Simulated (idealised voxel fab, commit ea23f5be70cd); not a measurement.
The following process module bears the name voxel tone inversion.
The figure presents cross-section cut, which has a width of 180 nm and is divided into square cells with an edge length of 5 nm.
In this document a cross-section is written as a grid of square cells. It is given as a series of bands, listed from the top down, and a band is one or more rows of cells. Band entry format. Leading values: height of top, height of bottom, nm. Remainder: materials in left-to-right order, each with its width in nm. Special words: "everywhere" on a single material, which then fills the band edge to edge; "blank", empty space. Where do heights start? At 0: under that level the wafer as delivered is made of one material only. And the lowest band has no floor; it just carries on downward, as in "z 0 and below". Width "30..40": first value at the band's top row of cells, second value at its bottom row, equal change from row to row. You'll sometimes find "nothing got changed" written for a step, and that's the way of saying that nowhere in the cross-section did a cell change during that step. Enclosed voids (no open way to top), threshold 8 cells or more, entry "Trapped cavities", notation width x height at distance, distance from left edge, nm. Heads up: the bit after the settings on a step's line is the simulator's remark on that step. overlay nm: mask right of planned place by this much (step with mask). Neg. = left.

## Process steps - plan
step 1: RECEIVE (material Si)
step 2: CONFORMAL_DEP (material SiN; thk nm 5)
step 3: DIRECTIONAL_DEP (material aC; thk nm 15)
step 4: PATTERN (tone cover; mask id POSTS; material resist; width nm 20; pitch nm 35; thk nm 25; overlay nm 0)
step 5: DIRECTIONAL_ETCH (etch materials aC; depth nm 15)
step 6: STRIP (etch materials resist)
step 7: FILL_DEP (material SiO2; thk nm 5)
step 8: CMP (height nm 20)
step 9: STRIP (etch materials aC)
Variable across wafers: step 2 thk nm (plan value is that of the first wafer; starting state common to all).

## As-received state after step 1, first of several wafers, cross-section
z 0 and below | Si everywhere
Trapped cavities: none

## The first of several wafers, seen in cross-section after the module's last step, step 9
z 20 to 5 | 45 of SiO2, then 20 of blank, then 15 of SiO2, then 20 of blank, then 15 of SiO2, then 20 of blank, then 45 of SiO2
z 5 to 0 | SiN everywhere
z 0 and below | Si everywhere
Trapped cavities: none

## End of module, last wafer sectioned
z 20 to 0 | SiN everywhere
z 0 and below | Si everywhere
Trapped cavities: none

## Per wafer, end of module: cells gained (+) or lost (-) per material since receipt, then closed voids
thk nm 5 | +36 SiN | +72 SiO2 | Trapped cavities: none
thk nm 10 | +72 SiN | +48 SiO2 | Trapped cavities: none
thk nm 15 | +108 SiN | +24 SiO2 | Trapped cavities: none
thk nm 20 | +144 SiN | Trapped cavities: none
